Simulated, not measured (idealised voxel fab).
Process module name: voxel quadruple lines
In the cross-section labelled cut, the width is 255 nm and each square cell is 5 nm.
A cross-section in this document is a grid of square cells, and it is written down as bands, the top band listed before the ones below it; a band is made up of one or more rows of cells. It is stipulated that each band's entry specify, in nanometres, the height of the top of the band and then that of its bottom, followed by the materials of the band in left-to-right sequence, each together with its width in nanometres. A single material marked by the word "all across" is understood to fill the band from edge to edge; the word "air" is understood to denote empty space. Heights from 0 (as-received wafer is one material below). Bottom band endless downward, as "z 0 and below". It should be noted that a width expressed as "30..40" varies in equal increments from row to row of cells within the band, taking the value of the first number at the top row and that of the second number at the bottom row. Reading "left unchanged" for a step: not a cell of the cross-section changed in it. The entry titled "Entrapped void list" provides the empty spaces that have no open way to the top, restricted to those of 8 cells or more. Each is presented as width x height at distance, the distance being measured from the left edge, with all three in nm. Past the settings on a step's line: simulator remark, on that step. The "overlay nm" setting may appear on a step's line; for a step that uses a mask, it gives how far to the right of its planned position the mask lay, and a negative value indicates the left.

List of planned process steps:
step 1: RECEIVE: material Si
step 2: CONFORMAL_DEP: material Al2O3, thk nm 10
step 3: DIRECTIONAL_DEP: material W, thk nm 15
step 4: DIRECTIONAL_DEP: material polySi, thk nm 15
step 5: DIRECTIONAL_DEP: material aC, thk nm 20
step 6: PATTERN: tone cover, mask id MANDREL, material resist, width nm 30, thk nm 30, overlay nm 0
step 7: DIRECTIONAL_ETCH: etch materials aC, depth nm 20
step 8: STRIP: etch materials resist
step 9: CONFORMAL_DEP: material SiO2, thk nm 10
step 10: DIRECTIONAL_ETCH: etch materials SiO2, depth nm 10
step 11: STRIP: etch materials aC
step 12: DIRECTIONAL_ETCH: etch materials polySi, depth nm 15
step 13: STRIP: etch materials SiO2
step 14: CONFORMAL_DEP: material SiN, thk nm 10
step 15: DIRECTIONAL_ETCH: etch materials SiN, depth nm 10
step 16: STRIP: etch materials polySi
step 17: DIRECTIONAL_ETCH: etch materials W, depth nm 15
step 18: STRIP: etch materials SiN

Of two wafers, the first: run according to plan:

Shown in cross-section is the wafer as received, that is, as it stands after step 1:
> z 0 and below: Si all across
> Entrapped void list: none

Cross-section of the wafer after step 2:
> z 10 to 0: Al2O3 all across
> Everything below 0 is unchanged.

Cross-section of the wafer after step 3:
> z 25 to 10: W all across
> Everything below 10 is unchanged.

Cross-section of the wafer after step 4:
> z 40 to 25: polySi all across
> Everything below 25 is unchanged.

Cross-section of the wafer after step 5:
> z 60 to 40: aC all across
> Everything below 40 is unchanged.

Cross-section of the wafer after step 6:
> z 90 to 60: air=110  resist=30  air=115
> Everything below 60 is unchanged.

Cross-section of the wafer after step 7:
> z 70 to 60: air=110  resist=30  air=115
> z 60 to 40: air=110  aC=30  air=115
> Everything below 40 is unchanged.

Cross-section of the wafer after step 8:
> z 60 to 40: air=110  aC=30  air=115
> Everything below 40 is unchanged.

Cross-section of the wafer after step 9:
> z 70 to 60: air=100  SiO2=50  air=105
> z 60 to 50: air=100  SiO2=10  aC=30  SiO2=10  air=105
> z 50 to 40: SiO2=110  aC=30  SiO2=115
> Everything below 40 is unchanged.

Cross-section of the wafer after step 10:
> z 60 to 40: air=100  SiO2=10  aC=30  SiO2=10  air=105
> Everything below 40 is unchanged.

Cross-section of the wafer after step 11:
> z 60 to 40: air=100  SiO2=10  air=30  SiO2=10  air=105
> Everything below 40 is unchanged.

Cross-section of the wafer after step 12:
> z 60 to 40: air=100  SiO2=10  air=30  SiO2=10  air=105
> z 40 to 25: air=100  polySi=10  air=30  polySi=10  air=105
> Everything below 25 is unchanged.

Cross-section of the wafer after step 13:
> z 40 to 25: air=100  polySi=10  air=30  polySi=10  air=105
> Everything below 25 is unchanged.

Cross-section of the wafer after step 14:
> z 50 to 40: air=90  SiN=30  air=10  SiN=30  air=95
> z 40 to 35: air=90  SiN=10  polySi=10  SiN=10  air=10  SiN=10  polySi=10  SiN=10  air=95
> z 35 to 25: SiN=100  polySi=10  SiN=30  polySi=10  SiN=105
> Everything below 25 is unchanged.

Cross-section of the wafer after step 15:
> z 40 to 25: air=90  SiN=10  polySi=10  SiN=10  air=10  SiN=10  polySi=10  SiN=10  air=95
> Everything below 25 is unchanged.

Cross-section of the wafer after step 16:
> z 40 to 25: air=90  SiN=10  air=10  SiN=10  air=10  SiN=10  air=10  SiN=10  air=95
> Everything below 25 is unchanged.

Cross-section of the wafer after step 17:
> z 40 to 25: air=90  SiN=10  air=10  SiN=10  air=10  SiN=10  air=10  SiN=10  air=95
> z 25 to 10: air=90  W=10  air=10  W=10  air=10  W=10  air=10  W=10  air=95
> Everything below 10 is unchanged.

Cross-section of the wafer after step 18:
> z 25 to 10: air=90  W=10  air=10  W=10  air=10  W=10  air=10  W=10  air=95
> Everything below 10 is unchanged.

Second wafer - shared start and plan with the first - one error in running - same as the first up to step 1 inclusive:

Cross-section: second wafer, time at which step 2 was scheduled to end: left unchanged

Cross-section: second wafer, time at which step 3 was scheduled to end:
> z 15 to 0: W all across
> Everything below 0 is unchanged.

Cross-section: second wafer, time at which step 4 was scheduled to end:
> z 30 to 15: polySi all across
> Everything below 15 is unchanged.

Cross-section: second wafer, time at which step 5 was scheduled to end:
> z 50 to 30: aC all across
> Everything below 30 is unchanged.

Cross-section: second wafer, time at which step 6 was scheduled to end:
> z 80 to 50: air=110  resist=30  air=115
> Everything below 50 is unchanged.

Cross-section: second wafer, time at which step 7 was scheduled to end:
> z 60 to 50: air=110  resist=30  air=115
> z 50 to 30: air=110  aC=30  air=115
> Everything below 30 is unchanged.

Cross-section: second wafer, time at which step 8 was scheduled to end:
> z 50 to 30: air=110  aC=30  air=115
> Everything below 30 is unchanged.

Cross-section: second wafer, time at which step 9 was scheduled to end:
> z 60 to 50: air=100  SiO2=50  air=105
> z 50 to 40: air=100  SiO2=10  aC=30  SiO2=10  air=105
> z 40 to 30: SiO2=110  aC=30  SiO2=115
> Everything below 30 is unchanged.

Cross-section: second wafer, time at which step 10 was scheduled to end:
> z 50 to 30: air=100  SiO2=10  aC=30  SiO2=10  air=105
> Everything below 30 is unchanged.

Cross-section: second wafer, time at which step 11 was scheduled to end:
> z 50 to 30: air=100  SiO2=10  air=30  SiO2=10  air=105
> Everything below 30 is unchanged.

Cross-section: second wafer, time at which step 12 was scheduled to end:
> z 50 to 30: air=100  SiO2=10  air=30  SiO2=10  air=105
> z 30 to 15: air=100  polySi=10  air=30  polySi=10  air=105
> Everything below 15 is unchanged.

Cross-section: second wafer, time at which step 13 was scheduled to end:
> z 30 to 15: air=100  polySi=10  air=30  polySi=10  air=105
> Everything below 15 is unchanged.

Cross-section: second wafer, time at which step 14 was scheduled to end:
> z 40 to 30: air=90  SiN=30  air=10  SiN=30  air=95
> z 30 to 25: air=90  SiN=10  polySi=10  SiN=10  air=10  SiN=10  polySi=10  SiN=10  air=95
> z 25 to 15: SiN=100  polySi=10  SiN=30  polySi=10  SiN=105
> Everything below 15 is unchanged.

Cross-section: second wafer, time at which step 15 was scheduled to end:
> z 30 to 15: air=90  SiN=10  polySi=10  SiN=10  air=10  SiN=10  polySi=10  SiN=10  air=95
> Everything below 15 is unchanged.

Cross-section: second wafer, time at which step 16 was scheduled to end:
> z 30 to 15: air=90  SiN=10  air=10  SiN=10  air=10  SiN=10  air=10  SiN=10  air=95
> Everything below 15 is unchanged.

Cross-section: second wafer, time at which step 17 was scheduled to end:
> z 30 to 15: air=90  SiN=10  air=10  SiN=10  air=10  SiN=10  air=10  SiN=10  air=95
> z 15 to 0: air=90  W=10  air=10  W=10  air=10  W=10  air=10  W=10  air=95
> Everything below 0 is unchanged.

Cross-section: second wafer, time at which step 18 was scheduled to end:
> z 15 to 0: air=90  W=10  air=10  W=10  air=10  W=10  air=10  W=10  air=95
> Everything below 0 is unchanged.
Processing error: step 2 of the plan was excluded from execution and never run
Final cells, second wafer relative to first, materials higher or lower: -102 Al2O3
